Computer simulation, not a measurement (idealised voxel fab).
Process module, titled voxel local oxidation
Cross-section cut spans 260 nm and uses square cells 5 nm in size.
Throughout this document, each cross-section is represented as a grid of square cells and is presented as a sequence of bands enumerated from the top downward, where a band comprises one or more rows of cells.
Read a band's entry like this: the first values are the height of its top and the height of its bottom in nm, and what follows is the sequence of materials from left to right, each with its width in nm. Note that "empty" is empty space, and that a single material marked "all across" reaches across the band from edge to edge.
Below 0: as-received wafer, all one material; heights counted from there. Lowest band: no bottom, goes on down, written "0..down".
The expression "30->40" gives the width at the extremes of the band, the first number at its top row of cells and the second at its bottom row, with the width changing by equal amounts from each row to the next in between.
Where the words "same as before" appear for a step, the cross-section shows no cell changed by that step; every cell remained as before.
"Internal closed voids" lists enclosed empty spaces (at least 8 cells, no open path upward to the top), each as width x height at distance from the left edge, in nm.
Whatever follows a step's settings on its line is a remark the simulator itself makes about that step.
The optional step-line setting "overlay nm" applies to steps with a mask and quantifies how far to the right of its planned location the mask lay, a negative value indicating leftward placement.

**The steps planned for the process are as follows**
- 1: RECEIVE [material Si]
- 2: CONFORMAL_DEP [material SiO2] [thk nm 5]
- 3: CONFORMAL_DEP [material SiN] [thk nm 10]
- 4: PATTERN [tone cover] [mask id ACTIVE] [material resist] [width nm 105] [pitch nm 125] [thk nm 20] [overlay nm 0]
- 5: DIRECTIONAL_ETCH [etch materials SiN] [depth nm 10]
- 6: STRIP [etch materials resist]
- 7: SELECTIVE_ETCH [etch materials SiO2] [depth nm 5]
- 8: OXIDIZE [depth nm 15]
- 9: STRIP [etch materials SiN]

**Shown in cross-section is the wafer as received, that is, as it stands after step 1**
	0..down | Si all across
	Internal closed voids: none

**This is how the wafer looks in cross-section once the module is done, given the starting state and plan above and one mistake in carrying the plan out**
	5..0 | SiO2 (10), then empty (115), then SiO2 (10), then empty (115), then SiO2 (10)
	0..-15 | SiO2 all across
	-15..down | Si all across
	Internal closed voids: none
Want to know what went wrong? not per plan at step 4, really ran PATTERN [tone open] [mask id ACTIVE] [material resist] [width nm 105] [pitch nm 125] [thk nm 20] [overlay nm 0]
